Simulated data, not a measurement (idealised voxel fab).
Process module in this document: voxel capacitor over wiring
This is section cut - it's 205 nm across, gridded in 5 nm square cells.
Cross-section spec: square-cell grid; bands listed top down; each band is one or more rows.
This entry defines a band. It first specifies the height of the band's top and the height of its bottom in nm, and then specifies the band's materials from left to right, stating each material with its width in nm. The word "edge to edge" identifies a single material that fills the band from edge to edge, while the word "empty" identifies empty space.
Beneath 0, the wafer as received is one material, and that level is where height counting begins. The lowest band goes on downward without a bottom; it is written like "top 0, no bottom".
When a width is written as two numbers, as in "30->40", the first number is the width in the top row of cells of the band and the second is the width in its bottom row, and the width changes by the same amount from each row to the next.
A step reported as "identical to before" is a step in which no cell of the cross-section changed.
What "Sealed internal cavities" gives you is every empty space of 8 cells or more that is cut off from the top. Each appears as width x height at distance, with the distance taken from the left edge and width, height and distance all in nm.
If you see something after the settings on a step's line, that's the simulator's own remark about that step.
When a step includes a mask, the "overlay nm" setting on its line states how far to the right of its planned place that mask lay, and negative values state how far to the left.
### Process steps foreseen in the plan
1,RECEIVE,material Si
2,CONFORMAL_DEP,material SiO2,thk nm 10
3,CONFORMAL_DEP,material SiCN,thk nm 5
4,DIRECTIONAL_DEP,material lowk,thk nm 15
5,PATTERN,tone open,mask id METAL_1,material resist,width nm 25,pitch nm 95,thk nm 15,overlay nm 0
6,DIRECTIONAL_ETCH,etch materials lowk,depth nm 15
7,DIRECTIONAL_ETCH,etch materials SiCN,depth nm 5
8,STRIP,etch materials resist
9,CONFORMAL_DEP,material TiN,thk nm 5
10,FILL_DEP,material Cu,thk nm 5
11,CMP,height nm 30
12,EPI,material Ru,thk nm 5
13,FILL_DEP,material SiCN,thk nm 5
14,DIRECTIONAL_DEP,material lowk,thk nm 15
15,DIRECTIONAL_DEP,material aC,thk nm 15
16,PATTERN,tone open,mask id PLUG_1,material resist,width nm 15,thk nm 35,overlay nm 0
17,DIRECTIONAL_ETCH,etch materials aC,depth nm 15
18,STRIP,etch materials resist
19,DIRECTIONAL_ETCH,etch materials lowk,depth nm 15
20,DIRECTIONAL_ETCH,etch materials SiCN,depth nm 5
21,STRIP,etch materials aC
22,EPI,material Ru,thk nm 10
23,EPI,material Ru,thk nm 10
24,DIRECTIONAL_DEP,material TiN,thk nm 10
25,DIRECTIONAL_DEP,material Al2O3,thk nm 5
26,DIRECTIONAL_DEP,material TiN,thk nm 5
27,MASKED_ETCH,tone cover,mask id UPPER_PLATE,width nm 75,etch materials TiN,depth nm 5,overlay nm 0
28,MASKED_ETCH,tone cover,mask id UPPER_PLATE,width nm 75,etch materials Al2O3,depth nm 5,overlay nm 0
29,PATTERN,tone cover,mask id LOWER_PLATE,material resist,width nm 85,thk nm 20,overlay nm 0
30,DIRECTIONAL_ETCH,etch materials TiN,depth nm 10
31,STRIP,etch materials resist
32,FILL_DEP,material SiO2,thk nm 20
33,CMP,height nm 90
34,DIRECTIONAL_DEP,material aC,thk nm 10
35,PATTERN,tone open,mask id PLUG_2,material resist,width nm 15,thk nm 30,overlay nm 0
36,DIRECTIONAL_ETCH,etch materials aC,depth nm 10
37,STRIP,etch materials resist
38,DIRECTIONAL_ETCH,etch materials SiO2,depth nm 15
39,STRIP,etch materials aC
40,CONFORMAL_DEP,material TiN,thk nm 5
41,FILL_DEP,material Ru,thk nm 5
42,CMP,height nm 90
43,CONFORMAL_DEP,material SiN,thk nm 5
### On the first of the two wafers: run conducted according to plan
### So this is the incoming wafer in cross-section - it's already been through step 1
  top 0, no bottom  Si edge to edge
  Sealed internal cavities: none
### Cross-section of the wafer subsequent to step 2
  top 10, bottom 0  SiO2 edge to edge
  Lower than 0, everything is as it was.
### Cross-section of the wafer subsequent to step 3
  top 15, bottom 10  SiCN edge to edge
  Lower than 10, everything is as it was.
### Cross-section of the wafer subsequent to step 4
  top 30, bottom 15  lowk edge to edge
  Lower than 15, everything is as it was.
### Cross-section of the wafer subsequent to step 5
  top 45, bottom 30  resist 40 nm | empty 25 nm | resist 70 nm | empty 25 nm | resist 45 nm
  Lower than 30, everything is as it was.
### Cross-section of the wafer subsequent to step 6
  top 45, bottom 30  resist 40 nm | empty 25 nm | resist 70 nm | empty 25 nm | resist 45 nm
  top 30, bottom 15  lowk 40 nm | empty 25 nm | lowk 70 nm | empty 25 nm | lowk 45 nm
  Lower than 15, everything is as it was.
### Cross-section of the wafer subsequent to step 7
  top 45, bottom 30  resist 40 nm | empty 25 nm | resist 70 nm | empty 25 nm | resist 45 nm
  top 30, bottom 15  lowk 40 nm | empty 25 nm | lowk 70 nm | empty 25 nm | lowk 45 nm
  top 15, bottom 10  SiCN 40 nm | empty 25 nm | SiCN 70 nm | empty 25 nm | SiCN 45 nm
  Lower than 10, everything is as it was.
### Cross-section of the wafer subsequent to step 8
  top 30, bottom 15  lowk 40 nm | empty 25 nm | lowk 70 nm | empty 25 nm | lowk 45 nm
  Lower than 15, everything is as it was.
### Cross-section of the wafer subsequent to step 9
  top 35, bottom 30  TiN 45 nm | empty 15 nm | TiN 80 nm | empty 15 nm | TiN 50 nm
  top 30, bottom 15  lowk 40 nm | TiN 5 nm | empty 15 nm | TiN 5 nm | lowk 70 nm | TiN 5 nm | empty 15 nm | TiN 5 nm | lowk 45 nm
  top 15, bottom 10  SiCN 40 nm | TiN 25 nm | SiCN 70 nm | TiN 25 nm | SiCN 45 nm
  Lower than 10, everything is as it was.
### Cross-section of the wafer subsequent to step 10
  top 40, bottom 35  Cu edge to edge
  top 35, bottom 30  TiN 45 nm | Cu 15 nm | TiN 80 nm | Cu 15 nm | TiN 50 nm
  top 30, bottom 15  lowk 40 nm | TiN 5 nm | Cu 15 nm | TiN 5 nm | lowk 70 nm | TiN 5 nm | Cu 15 nm | TiN 5 nm | lowk 45 nm
  Lower than 15, everything is as it was.
### Cross-section of the wafer subsequent to step 11
  top 30, bottom 15  lowk 40 nm | TiN 5 nm | Cu 15 nm | TiN 5 nm | lowk 70 nm | TiN 5 nm | Cu 15 nm | TiN 5 nm | lowk 45 nm
  Lower than 15, everything is as it was.
### Cross-section of the wafer subsequent to step 12
  top 35, bottom 30  empty 35 nm | Ru 35 nm | empty 60 nm | Ru 35 nm | empty 40 nm
  Lower than 30, everything is as it was.
### Cross-section of the wafer subsequent to step 13
  top 40, bottom 35  SiCN edge to edge
  top 35, bottom 30  SiCN 35 nm | Ru 35 nm | SiCN 60 nm | Ru 35 nm | SiCN 40 nm
  Lower than 30, everything is as it was.
### Cross-section of the wafer subsequent to step 14
  top 55, bottom 40  lowk edge to edge
  Lower than 40, everything is as it was.
### Cross-section of the wafer subsequent to step 15
  top 70, bottom 55  aC edge to edge
  Lower than 55, everything is as it was.
### Cross-section of the wafer subsequent to step 16
  top 105, bottom 70  resist 50 nm | empty 15 nm | resist 140 nm
  Lower than 70, everything is as it was.
### Cross-section of the wafer subsequent to step 17
  top 90, bottom 70  resist 50 nm | empty 15 nm | resist 140 nm
  top 70, bottom 55  aC 50 nm | empty 15 nm | aC 140 nm
  Lower than 55, everything is as it was.
### Cross-section of the wafer subsequent to step 18
  top 70, bottom 55  aC 50 nm | empty 15 nm | aC 140 nm
  Lower than 55, everything is as it was.
### Cross-section of the wafer subsequent to step 19
  top 70, bottom 55  aC 50 nm | empty 15 nm | aC 140 nm
  top 55, bottom 40  lowk 50 nm | empty 15 nm | lowk 140 nm
  Lower than 40, everything is as it was.
### Cross-section of the wafer subsequent to step 20
  top 70, bottom 55  aC 50 nm | empty 15 nm | aC 140 nm
  top 55, bottom 40  lowk 50 nm | empty 15 nm | lowk 140 nm
  top 40, bottom 35  SiCN 50 nm | empty 15 nm | SiCN 140 nm
  Lower than 35, everything is as it was.
### Cross-section of the wafer subsequent to step 21
  top 55, bottom 40  lowk 50 nm | empty 15 nm | lowk 140 nm
  Lower than 40, everything is as it was.
### Cross-section of the wafer subsequent to step 22
  top 55, bottom 45  lowk 50 nm | empty 15 nm | lowk 140 nm
  top 45, bottom 40  lowk 50 nm | Ru 15 nm | lowk 140 nm
  top 40, bottom 35  SiCN 50 nm | Ru 15 nm | SiCN 140 nm
  Lower than 35, everything is as it was.
### Cross-section of the wafer subsequent to step 23
  top 55, bottom 40  lowk 50 nm | Ru 15 nm | lowk 140 nm
  Lower than 40, everything is as it was.
### Cross-section of the wafer subsequent to step 24
  top 65, bottom 55  TiN edge to edge
  Lower than 55, everything is as it was.
### Cross-section of the wafer subsequent to step 25
  top 70, bottom 65  Al2O3 edge to edge
  Lower than 65, everything is as it was.
### Cross-section of the wafer subsequent to step 26
  top 75, bottom 70  TiN edge to edge
  Lower than 70, everything is as it was.
### Cross-section of the wafer subsequent to step 27
  top 75, bottom 70  empty 50 nm | TiN 75 nm | empty 80 nm
  Lower than 70, everything is as it was.
### Cross-section of the wafer subsequent to step 28
  top 75, bottom 70  empty 50 nm | TiN 75 nm | empty 80 nm
  top 70, bottom 65  empty 50 nm | Al2O3 75 nm | empty 80 nm
  Lower than 65, everything is as it was.
### Cross-section of the wafer subsequent to step 29
  top 95, bottom 75  empty 45 nm | resist 85 nm | empty 75 nm
  top 75, bottom 70  empty 45 nm | resist 5 nm | TiN 75 nm | resist 5 nm | empty 75 nm
  top 70, bottom 65  empty 45 nm | resist 5 nm | Al2O3 75 nm | resist 5 nm | empty 75 nm
  Lower than 65, everything is as it was.
### Cross-section of the wafer subsequent to step 30
  top 95, bottom 75  empty 45 nm | resist 85 nm | empty 75 nm
  top 75, bottom 70  empty 45 nm | resist 5 nm | TiN 75 nm | resist 5 nm | empty 75 nm
  top 70, bottom 65  empty 45 nm | resist 5 nm | Al2O3 75 nm | resist 5 nm | empty 75 nm
  top 65, bottom 55  empty 45 nm | TiN 85 nm | empty 75 nm
  Lower than 55, everything is as it was.
### Cross-section of the wafer subsequent to step 31
  top 75, bottom 70  empty 50 nm | TiN 75 nm | empty 80 nm
  top 70, bottom 65  empty 50 nm | Al2O3 75 nm | empty 80 nm
  Lower than 65, everything is as it was.
### Cross-section of the wafer subsequent to step 32
  top 95, bottom 75  SiO2 edge to edge
  top 75, bottom 70  SiO2 50 nm | TiN 75 nm | SiO2 80 nm
  top 70, bottom 65  SiO2 50 nm | Al2O3 75 nm | SiO2 80 nm
  top 65, bottom 55  SiO2 45 nm | TiN 85 nm | SiO2 75 nm
  Lower than 55, everything is as it was.
### Cross-section of the wafer subsequent to step 33
  top 90, bottom 75  SiO2 edge to edge
  Lower than 75, everything is as it was.
### Cross-section of the wafer subsequent to step 34
  top 100, bottom 90  aC edge to edge
  Lower than 90, everything is as it was.
### Cross-section of the wafer subsequent to step 35
  top 130, bottom 100  resist 60 nm | empty 15 nm | resist 130 nm
  Lower than 100, everything is as it was.
### Cross-section of the wafer subsequent to step 36
  top 120, bottom 100  resist 60 nm | empty 15 nm | resist 130 nm
  top 100, bottom 90  aC 60 nm | empty 15 nm | aC 130 nm
  Lower than 90, everything is as it was.
### Cross-section of the wafer subsequent to step 37
  top 100, bottom 90  aC 60 nm | empty 15 nm | aC 130 nm
  Lower than 90, everything is as it was.
### Cross-section of the wafer subsequent to step 38
  top 100, bottom 90  aC 60 nm | empty 15 nm | aC 130 nm
  top 90, bottom 75  SiO2 60 nm | empty 15 nm | SiO2 130 nm
  Lower than 75, everything is as it was.
### Cross-section of the wafer subsequent to step 39
  top 90, bottom 75  SiO2 60 nm | empty 15 nm | SiO2 130 nm
  Lower than 75, everything is as it was.
### Cross-section of the wafer subsequent to step 40
  top 95, bottom 90  TiN 65 nm | empty 5 nm | TiN 135 nm
  top 90, bottom 80  SiO2 60 nm | TiN 5 nm | empty 5 nm | TiN 5 nm | SiO2 130 nm
  top 80, bottom 70  SiO2 60->50 nm | TiN 15->75 nm | SiO2 130->80 nm
  Lower than 70, everything is as it was.
### Cross-section of the wafer subsequent to step 41
  top 100, bottom 95  Ru edge to edge
  top 95, bottom 90  TiN 65 nm | Ru 5 nm | TiN 135 nm
  top 90, bottom 80  SiO2 60 nm | TiN 5 nm | Ru 5 nm | TiN 5 nm | SiO2 130 nm
  Lower than 80, everything is as it was.
### Cross-section of the wafer subsequent to step 42
  top 90, bottom 80  SiO2 60 nm | TiN 5 nm | Ru 5 nm | TiN 5 nm | SiO2 130 nm
  Lower than 80, everything is as it was.
### Cross-section of the wafer subsequent to step 43
  top 95, bottom 90  SiN edge to edge
  Lower than 90, everything is as it was.
### What follows concerns the second wafer, which started out like the first and was meant to follow the very same plan; one mistake crept in when it was run, but everything up to and including step 2 is the same as for the first wafer
### Second wafer: cross-section at the scheduled end of step 3
  top 25, bottom 10  lowk edge to edge
  Lower than 10, everything is as it was.
### Second wafer: cross-section at the scheduled end of step 4
  top 30, bottom 25  SiCN edge to edge
  Lower than 25, everything is as it was.
### Second wafer: cross-section at the scheduled end of step 5
  top 45, bottom 30  resist 40 nm | empty 25 nm | resist 70 nm | empty 25 nm | resist 45 nm
  Lower than 30, everything is as it was.
Second wafer: cross-section at the scheduled end of step 6: identical to before
### Second wafer: cross-section at the scheduled end of step 7
  top 45, bottom 30  resist 40 nm | empty 25 nm | resist 70 nm | empty 25 nm | resist 45 nm
  top 30, bottom 25  SiCN 40 nm | empty 25 nm | SiCN 70 nm | empty 25 nm | SiCN 45 nm
  Lower than 25, everything is as it was.
### Second wafer: cross-section at the scheduled end of step 8
  top 30, bottom 25  SiCN 40 nm | empty 25 nm | SiCN 70 nm | empty 25 nm | SiCN 45 nm
  Lower than 25, everything is as it was.
### Second wafer: cross-section at the scheduled end of step 9
  top 35, bottom 30  TiN 45 nm | empty 15 nm | TiN 80 nm | empty 15 nm | TiN 50 nm
  top 30, bottom 25  SiCN 40 nm | TiN 25 nm | SiCN 70 nm | TiN 25 nm | SiCN 45 nm
  Lower than 25, everything is as it was.
### Second wafer: cross-section at the scheduled end of step 10
  top 40, bottom 35  Cu edge to edge
  top 35, bottom 30  TiN 45 nm | Cu 15 nm | TiN 80 nm | Cu 15 nm | TiN 50 nm
  Lower than 30, everything is as it was.
### Second wafer: cross-section at the scheduled end of step 11
  top 30, bottom 25  SiCN 40 nm | TiN 25 nm | SiCN 70 nm | TiN 25 nm | SiCN 45 nm
  Lower than 25, everything is as it was.
### Second wafer: cross-section at the scheduled end of step 12
  top 35, bottom 30  empty 35 nm | Ru 35 nm | empty 60 nm | Ru 35 nm | empty 40 nm
  Lower than 30, everything is as it was.
### Second wafer: cross-section at the scheduled end of step 13
  top 40, bottom 35  SiCN edge to edge
  top 35, bottom 30  SiCN 35 nm | Ru 35 nm | SiCN 60 nm | Ru 35 nm | SiCN 40 nm
  Lower than 30, everything is as it was.
### Second wafer: cross-section at the scheduled end of step 14
  top 55, bottom 40  lowk edge to edge
  Lower than 40, everything is as it was.
### Second wafer: cross-section at the scheduled end of step 15
  top 70, bottom 55  aC edge to edge
  Lower than 55, everything is as it was.
### Second wafer: cross-section at the scheduled end of step 16
  top 105, bottom 70  resist 50 nm | empty 15 nm | resist 140 nm
  Lower than 70, everything is as it was.
### Second wafer: cross-section at the scheduled end of step 17
  top 90, bottom 70  resist 50 nm | empty 15 nm | resist 140 nm
  top 70, bottom 55  aC 50 nm | empty 15 nm | aC 140 nm
  Lower than 55, everything is as it was.
### Second wafer: cross-section at the scheduled end of step 18
  top 70, bottom 55  aC 50 nm | empty 15 nm | aC 140 nm
  Lower than 55, everything is as it was.
### Second wafer: cross-section at the scheduled end of step 19
  top 70, bottom 55  aC 50 nm | empty 15 nm | aC 140 nm
  top 55, bottom 40  lowk 50 nm | empty 15 nm | lowk 140 nm
  Lower than 40, everything is as it was.
### Second wafer: cross-section at the scheduled end of step 20
  top 70, bottom 55  aC 50 nm | empty 15 nm | aC 140 nm
  top 55, bottom 40  lowk 50 nm | empty 15 nm | lowk 140 nm
  top 40, bottom 35  SiCN 50 nm | empty 15 nm | SiCN 140 nm
  Lower than 35, everything is as it was.
### Second wafer: cross-section at the scheduled end of step 21
  top 55, bottom 40  lowk 50 nm | empty 15 nm | lowk 140 nm
  Lower than 40, everything is as it was.
### Second wafer: cross-section at the scheduled end of step 22
  top 55, bottom 45  lowk 50 nm | empty 15 nm | lowk 140 nm
  top 45, bottom 40  lowk 50 nm | Ru 15 nm | lowk 140 nm
  top 40, bottom 35  SiCN 50 nm | Ru 15 nm | SiCN 140 nm
  Lower than 35, everything is as it was.
### Second wafer: cross-section at the scheduled end of step 23
  top 55, bottom 40  lowk 50 nm | Ru 15 nm | lowk 140 nm
  Lower than 40, everything is as it was.
### Second wafer: cross-section at the scheduled end of step 24
  top 65, bottom 55  TiN edge to edge
  Lower than 55, everything is as it was.
### Second wafer: cross-section at the scheduled end of step 25
  top 70, bottom 65  Al2O3 edge to edge
  Lower than 65, everything is as it was.
### Second wafer: cross-section at the scheduled end of step 26
  top 75, bottom 70  TiN edge to edge
  Lower than 70, everything is as it was.
### Second wafer: cross-section at the scheduled end of step 27
  top 75, bottom 70  empty 50 nm | TiN 75 nm | empty 80 nm
  Lower than 70, everything is as it was.
### Second wafer: cross-section at the scheduled end of step 28
  top 75, bottom 70  empty 50 nm | TiN 75 nm | empty 80 nm
  top 70, bottom 65  empty 50 nm | Al2O3 75 nm | empty 80 nm
  Lower than 65, everything is as it was.
### Second wafer: cross-section at the scheduled end of step 29
  top 95, bottom 75  empty 45 nm | resist 85 nm | empty 75 nm
  top 75, bottom 70  empty 45 nm | resist 5 nm | TiN 75 nm | resist 5 nm | empty 75 nm
  top 70, bottom 65  empty 45 nm | resist 5 nm | Al2O3 75 nm | resist 5 nm | empty 75 nm
  Lower than 65, everything is as it was.
### Second wafer: cross-section at the scheduled end of step 30
  top 95, bottom 75  empty 45 nm | resist 85 nm | empty 75 nm
  top 75, bottom 70  empty 45 nm | resist 5 nm | TiN 75 nm | resist 5 nm | empty 75 nm
  top 70, bottom 65  empty 45 nm | resist 5 nm | Al2O3 75 nm | resist 5 nm | empty 75 nm
  top 65, bottom 55  empty 45 nm | TiN 85 nm | empty 75 nm
  Lower than 55, everything is as it was.
### Second wafer: cross-section at the scheduled end of step 31
  top 75, bottom 70  empty 50 nm | TiN 75 nm | empty 80 nm
  top 70, bottom 65  empty 50 nm | Al2O3 75 nm | empty 80 nm
  Lower than 65, everything is as it was.
### Second wafer: cross-section at the scheduled end of step 32
  top 95, bottom 75  SiO2 edge to edge
  top 75, bottom 70  SiO2 50 nm | TiN 75 nm | SiO2 80 nm
  top 70, bottom 65  SiO2 50 nm | Al2O3 75 nm | SiO2 80 nm
  top 65, bottom 55  SiO2 45 nm | TiN 85 nm | SiO2 75 nm
  Lower than 55, everything is as it was.
### Second wafer: cross-section at the scheduled end of step 33
  top 90, bottom 75  SiO2 edge to edge
  Lower than 75, everything is as it was.
### Second wafer: cross-section at the scheduled end of step 34
  top 100, bottom 90  aC edge to edge
  Lower than 90, everything is as it was.
### Second wafer: cross-section at the scheduled end of step 35
  top 130, bottom 100  resist 60 nm | empty 15 nm | resist 130 nm
  Lower than 100, everything is as it was.
### Second wafer: cross-section at the scheduled end of step 36
  top 120, bottom 100  resist 60 nm | empty 15 nm | resist 130 nm
  top 100, bottom 90  aC 60 nm | empty 15 nm | aC 130 nm
  Lower than 90, everything is as it was.
### Second wafer: cross-section at the scheduled end of step 37
  top 100, bottom 90  aC 60 nm | empty 15 nm | aC 130 nm
  Lower than 90, everything is as it was.
### Second wafer: cross-section at the scheduled end of step 38
  top 100, bottom 90  aC 60 nm | empty 15 nm | aC 130 nm
  top 90, bottom 75  SiO2 60 nm | empty 15 nm | SiO2 130 nm
  Lower than 75, everything is as it was.
### Second wafer: cross-section at the scheduled end of step 39
  top 90, bottom 75  SiO2 60 nm | empty 15 nm | SiO2 130 nm
  Lower than 75, everything is as it was.
### Second wafer: cross-section at the scheduled end of step 40
  top 95, bottom 90  TiN 65 nm | empty 5 nm | TiN 135 nm
  top 90, bottom 80  SiO2 60 nm | TiN 5 nm | empty 5 nm | TiN 5 nm | SiO2 130 nm
  top 80, bottom 70  SiO2 60->50 nm | TiN 15->75 nm | SiO2 130->80 nm
  Lower than 70, everything is as it was.
### Second wafer: cross-section at the scheduled end of step 41
  top 100, bottom 95  Ru edge to edge
  top 95, bottom 90  TiN 65 nm | Ru 5 nm | TiN 135 nm
  top 90, bottom 80  SiO2 60 nm | TiN 5 nm | Ru 5 nm | TiN 5 nm | SiO2 130 nm
  Lower than 80, everything is as it was.
### Second wafer: cross-section at the scheduled end of step 42
  top 90, bottom 80  SiO2 60 nm | TiN 5 nm | Ru 5 nm | TiN 5 nm | SiO2 130 nm
  Lower than 80, everything is as it was.
### Second wafer: cross-section at the scheduled end of step 43
  top 95, bottom 90  SiN edge to edge
  Lower than 90, everything is as it was.
Against the plan, the run slipped here: steps 3 and 4 were swapped
Final comparison by cell count, materials where the second wafer has more or fewer than the first: Cu: 18 fewer; TiN: 12 fewer; lowk: 30 more
